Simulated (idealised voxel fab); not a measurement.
The process module presented herein is designated voxel released beams.
The cross-section shown here is cut; it is 260 nm wide and divided into square cells measuring 5 nm on a side.
For the purposes of this document, a cross-section shall be understood as a grid of square cells, specified as bands listed in top-to-bottom order, each band consisting of one or more rows of cells. Heights first: top, then bottom, in nm. Then materials, left to right, each with a width in nm. "all across" on a single material: fills the band edge to edge. "empty": empty space. Ref level 0: as-received wafer is one material below here. Bottom band extends down with no lower bound ("0..down"). The two numbers in a width such as "30->40" mark its ends across the band: the first belongs to the top row of cells, the second to the bottom row, and from each row to the next the width moves by the same amount. "remained unchanged" for a step: no cell of the cross-section changed in that step. "Enclosed internal voids" specifies each empty space that is not open to the top and that occupies no fewer than 8 cells, using the form width x height at distance, the distance measured from the left edge and all three quantities in nm. Note: text after step settings on the step line = simulator remark on that step. overlay nm: for a step with a mask, the amount by which the mask lay right of where it was planned; a negative amount means left of it.

This section lists the process steps that were planned
1,RECEIVE: material Si
2,CONFORMAL_DEP: material Al2O3, thk nm 10
3,DIRECTIONAL_DEP: material SiO2, thk nm 20
4,MASKED_ETCH: tone open, mask id ANCHOR, width nm 45, etch materials SiO2, depth nm 20, overlay nm 0
5,CONFORMAL_DEP: material W, thk nm 15
6,MASKED_ETCH: tone cover, mask id BEAM, width nm 95, etch materials W, depth nm 15, overlay nm 0
7,STRIP: etch materials SiO2

Cross-sectional view of the wafer in its as-received condition, corresponding to the state after step 1
  0..down | Si all across
  Enclosed internal voids: none

Final cross-section, module run with one mistake (start and plan as above)
  60..45 | empty 80 nm, W 95 nm, empty 85 nm
  45..30 | W all across
  30..10 | SiO2 85 nm, W 45 nm, SiO2 130 nm
  10..0 | Al2O3 all across
  0..down | Si all across
  Enclosed internal voids: none
In executing the process, a mistake was made relative to the plan: heads up, step 5 of the plan got done twice
